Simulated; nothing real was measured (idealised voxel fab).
process module | voxel self aligned contacts
cross-section cut | 250 nm wide | cells 5 nm
A cross-section is a grid of square cells, given in bands from the top down. A band is one or more rows of cells.
Each band's line starts with the height of the band's top and of its bottom, in nm. Then come its materials from left to right, each with its width in nm. One material with "throughout" fills the band from edge to edge. "air" is empty space.
Height 0 is the level under which the wafer as received is all one material. The lowest band goes on downwards, as in "0 down".
A width such as "30 to 40" changes by the same amount from each row of cells to the next, from the band's top row to its bottom row.
"no change" after a step means that no cell of the cross-section changed.
closed voids: empty space of 8 cells or more with no open way to the top, each as width x height at its distance from the left edge, in nm
after a step's settings: what the simulator itself notes on the step
overlay nm, on a step with a mask: how far to the right of its planned place the mask lay; to the left if negative
plan
1 op RECEIVE | material Si
2 op OXIDIZE | depth nm 5
3 op DIRECTIONAL_DEP | material polySi | thk nm 30
4 op DIRECTIONAL_DEP | material SiN | thk nm 20
5 op DIRECTIONAL_DEP | material aC | thk nm 15
6 op PATTERN | tone cover | mask id GATE | material resist | width nm 35 | pitch nm 65 | thk nm 30 | overlay nm 0
7 op DIRECTIONAL_ETCH | etch materials aC | depth nm 15
8 op STRIP | etch materials resist
9 op DIRECTIONAL_ETCH | etch materials SiN | depth nm 20
10 op DIRECTIONAL_ETCH | etch materials polySi | depth nm 30
11 op STRIP | etch materials aC
12 op CONFORMAL_DEP | material SiN | thk nm 5
13 op DIRECTIONAL_ETCH | etch materials SiN | depth nm 5
14 op FILL_DEP | material SiO2 | thk nm 20
15 op CMP | height nm 60
16 op DIRECTIONAL_DEP | material aC | thk nm 15
17 op PATTERN | tone open | mask id CONTACT | material resist | width nm 40 | pitch nm 65 | thk nm 30 | overlay nm 0
18 op DIRECTIONAL_ETCH | etch materials aC | depth nm 15
19 op STRIP | etch materials resist
20 op DIRECTIONAL_ETCH | etch materials SiO2 | depth nm 65
21 op STRIP | etch materials aC
22 op CONFORMAL_DEP | material TiN | thk nm 5
23 op FILL_DEP | material Ru | thk nm 5
24 op CMP | height nm 60
25 op CONFORMAL_DEP | material SiCN | thk nm 5
as received, after step 1
  0 down: Si throughout
  closed voids: none
a wafer at the end: this start, this plan, one mistake
  65 to 60: SiCN throughout
  60 to 50: SiO2 70 | TiN 5 to 15 | Ru 30 to 10 | TiN 5 to 15 | SiO2 25 | TiN 5 to 15 | Ru 30 to 10 | TiN 5 to 15 | SiO2 75
  50 to 30: SiO2 35 | SiN 45 | TiN 5 | Ru 10 | TiN 5 | SiN 45 | TiN 5 | Ru 10 | TiN 5 | SiN 45 | SiO2 40
  30 to 0: SiO2 35 | SiN 5 | polySi 35 | SiN 5 | TiN 5 | Ru 10 | TiN 5 | SiN 5 | polySi 35 | SiN 5 | TiN 5 | Ru 10 | TiN 5 | SiN 5 | polySi 35 | SiN 5 | SiO2 40
  0 to -5: SiO2 80 | TiN 20 | SiO2 45 | TiN 20 | SiO2 85
  -5 to -10: SiO2 throughout
  -10 down: Si throughout
  closed voids: none
what went wrong: step 2 ran as: op OXIDIZE | depth nm 10
